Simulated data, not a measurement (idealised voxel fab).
process module | voxel fin reveal
cross-section cut | 245 nm wide | cells 5 nm
A cross-section is a grid of square cells, given in bands from the top down. A band is one or more rows of cells.
Each band's line starts with the height of the band's top and of its bottom, in nm. Then come its materials from left to right, each with its width in nm. One material with "throughout" fills the band from edge to edge. "air" is empty space.
Height 0 is the level under which the wafer as received is all one material. The lowest band goes on downwards, as in "0 down".
A width such as "30 to 40" changes by the same amount from each row of cells to the next, from the band's top row to its bottom row.
"no change" after a step means that no cell of the cross-section changed.
closed voids: empty space of 8 cells or more with no open way to the top, each as width x height at its distance from the left edge, in nm
after a step's settings: what the simulator itself notes on the step
overlay nm, on a step with a mask: how far to the right of its planned place the mask lay; to the left if negative
plan
1 op RECEIVE | material Si
2 op CONFORMAL_DEP | material SiN | thk nm 10
3 op MASKED_ETCH | tone cover | mask id FINS | width nm 15 | pitch nm 40 | etch materials SiN | depth nm 10 | overlay nm 0
4 op MASKED_ETCH | tone cover | mask id FINS | width nm 15 | pitch nm 40 | etch materials Si | depth nm 35 | overlay nm 0
5 op OXIDIZE | depth nm 5
6 op FILL_DEP | material SiO2 | thk nm 15
7 op CMP | height nm 10
8 op SELECTIVE_ETCH | etch materials SiO2 | depth nm 20
9 op STRIP | etch materials SiN
10 op CONFORMAL_DEP | material HfO2 | thk nm 5
as received, after step 1
  0 down: Si throughout
  closed voids: none
first wafer at the end, as planned
  5 to 0: air 55 | HfO2 15 | air 25 | HfO2 15 | air 25 | HfO2 15 | air 25 | HfO2 15 | air 55
  0 to -5: air 55 | HfO2 5 | Si 5 | HfO2 5 | air 25 | HfO2 5 | Si 5 | HfO2 5 | air 25 | HfO2 5 | Si 5 | HfO2 5 | air 25 | HfO2 5 | Si 5 | HfO2 5 | air 55
  -5 to -10: HfO2 60 | Si 5 | HfO2 35 | Si 5 | HfO2 35 | Si 5 | HfO2 35 | Si 5 | HfO2 60
  -10 to -40: SiO2 60 | Si 5 | SiO2 35 | Si 5 | SiO2 35 | Si 5 | SiO2 35 | Si 5 | SiO2 60
  -40 down: Si throughout
  closed voids: none
second wafer at the end: like start, like plan, one mistake
  15 to 5: HfO2 60 | air 5 | HfO2 35 | air 5 | HfO2 35 | air 5 | HfO2 35 | air 5 | HfO2 60
  5 to 0: HfO2 throughout
  0 to -35: HfO2 55 | SiO2 5 | Si 5 | SiO2 5 | HfO2 25 | SiO2 5 | Si 5 | SiO2 5 | HfO2 25 | SiO2 5 | Si 5 | SiO2 5 | HfO2 25 | SiO2 5 | Si 5 | SiO2 5 | HfO2 55
  -35 to -40: SiO2 60 | Si 5 | SiO2 35 | Si 5 | SiO2 35 | Si 5 | SiO2 35 | Si 5 | SiO2 60
  -40 down: Si throughout
  closed voids: none
what went wrong: step 6 ran as: op FILL_DEP | material HfO2 | thk nm 15
at the end the second wafer has, in cells: 333 more of HfO2 | 169 fewer of SiO2
